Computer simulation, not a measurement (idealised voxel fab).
Process module in this document: voxel wiring stack
Xsec cut, 290 nm wide, square cell size 5 nm.
Just so we're on the same page, the cross-sections are grids of square cells, and they're listed out in bands top to bottom, each band one or more rows deep.
First you get the band's top height and its bottom height, in nm, and then the materials it's made of, left to right, with each width in nm. If you see a single material with "full width", that one covers the band edge to edge. "empty" is empty space.
Heights from 0 (as-received wafer is one material below). Bottom band endless downward, as "0 and below".
The expression "30..40" gives the width at the extremes of the band, the first number at its top row of cells and the second at its bottom row, with the width changing by equal amounts from each row to the next in between.
A step reported as "nothing altered" is a step in which no cell of the cross-section changed.
Enclosed voids (no open way to top), threshold 8 cells or more, entry "Enclosed void catalog", notation width x height at distance, distance from left edge, nm.
The remark found on a step's line after its settings is issued by the simulator itself and pertains to that step.
On any step carrying a mask, the "overlay nm" setting, if present on the step's line, tells how far right of its planned place the mask lay; negative values point to the left.

Steps planned for the process
1) RECEIVE (material Si)
2) CONFORMAL_DEP (material SiO2; thk nm 15)
3) DIRECTIONAL_DEP (material TiN; thk nm 5)
4) DIRECTIONAL_DEP (material W; thk nm 10)
5) DIRECTIONAL_DEP (material aC; thk nm 10)
6) PATTERN (tone cover; mask id METAL_1; material resist; width nm 25; pitch nm 50; thk nm 25; overlay nm 0)
7) DIRECTIONAL_ETCH (etch materials aC; depth nm 10)
8) STRIP (etch materials resist)
9) DIRECTIONAL_ETCH (etch materials W; depth nm 15)
10) DIRECTIONAL_ETCH (etch materials TiN; depth nm 5)
11) STRIP (etch materials aC)
12) FILL_DEP (material SiO2; thk nm 5)
13) CMP (height nm 35)
14) CONFORMAL_DEP (material SiCN; thk nm 5)
15) DIRECTIONAL_DEP (material SiO2; thk nm 20)
16) MASKED_ETCH (tone open; mask id PLUG_1; width nm 15; etch materials SiO2; depth nm 20; overlay nm 0)
17) MASKED_ETCH (tone open; mask id PLUG_1; width nm 15; etch materials SiCN; depth nm 5; overlay nm 0)
18) EPI (material Ru; thk nm 10)
19) EPI (material Ru; thk nm 10)
20) EPI (material Ru; thk nm 5)
21) CONFORMAL_DEP (material SiCN; thk nm 5)
22) DIRECTIONAL_DEP (material lowk; thk nm 25)
23) PATTERN (tone open; mask id METAL_2; material resist; width nm 25; pitch nm 50; thk nm 20; overlay nm 0)
24) DIRECTIONAL_ETCH (etch materials lowk; depth nm 25)
25) DIRECTIONAL_ETCH (etch materials SiCN; depth nm 5)
26) STRIP (etch materials resist)
27) CONFORMAL_DEP (material TiN; thk nm 5)
28) FILL_DEP (material Ru; thk nm 5)
29) CMP (height nm 90)
30) EPI (material Ru; thk nm 5)
31) FILL_DEP (material SiCN; thk nm 5)
32) DIRECTIONAL_DEP (material SiO2; thk nm 20)
33) DIRECTIONAL_DEP (material aC; thk nm 10)
34) PATTERN (tone open; mask id PLUG_2; material resist; width nm 15; pitch nm 50; thk nm 25; overlay nm 0)
35) DIRECTIONAL_ETCH (etch materials aC; depth nm 10)
36) STRIP (etch materials resist)
37) DIRECTIONAL_ETCH (etch materials SiO2; depth nm 20)
38) DIRECTIONAL_ETCH (etch materials SiCN; depth nm 5)
39) STRIP (etch materials aC)
40) EPI (material Ru; thk nm 10)
41) EPI (material Ru; thk nm 10)
42) EPI (material Ru; thk nm 5)
43) CONFORMAL_DEP (material SiCN; thk nm 5)
44) DIRECTIONAL_DEP (material SiO2; thk nm 25)
45) DIRECTIONAL_DEP (material aC; thk nm 15)
46) PATTERN (tone open; mask id METAL_3; material resist; width nm 25; pitch nm 50; thk nm 35; overlay nm 0)
47) DIRECTIONAL_ETCH (etch materials aC; depth nm 15)
48) STRIP (etch materials resist)
49) DIRECTIONAL_ETCH (etch materials SiO2; depth nm 25)
50) DIRECTIONAL_ETCH (etch materials SiCN; depth nm 5)
51) STRIP (etch materials aC)
52) CONFORMAL_DEP (material TiN; thk nm 5)
53) FILL_DEP (material Cu; thk nm 5)
54) CMP (height nm 150)
55) CONFORMAL_DEP (material SiN; thk nm 5)
Wafers differ in thk nm at step 4; plan lists the first wafer's value; identical starting state.

After step 1, as received: first of several wafers, cross-section
    0 and below = Si full width
    Enclosed void catalog: none

Here is how to read the rows: every wafer has a row, and it shows the wafer at the end of the module, giving for each material how many cells were gained (+) or lost (-) since the wafer was received, then listing its closed voids
thk nm 10, +30 Cu, +74 Ru, +257 SiCN, +58 SiN, +1044 SiO2, +75 TiN, +20 W, +240 lowk, Enclosed void catalog: none
thk nm 15, +30 Cu, +89 Ru, +247 SiCN, +58 SiN, +1034 SiO2, +70 TiN, +30 W, +240 lowk, Enclosed void catalog: none
thk nm 20, +30 Cu, +89 Ru, +247 SiCN, +58 SiN, +938 SiO2, +118 TiN, +78 W, +240 lowk, Enclosed void catalog: none
thk nm 25, +30 Cu, +89 Ru, +247 SiCN, +58 SiN, +890 SiO2, +118 TiN, +126 W, +240 lowk, Enclosed void catalog: none
thk nm 30, +30 Cu, +89 Ru, +247 SiCN, +58 SiN, +842 SiO2, +118 TiN, +174 W, +240 lowk, Enclosed void catalog: none
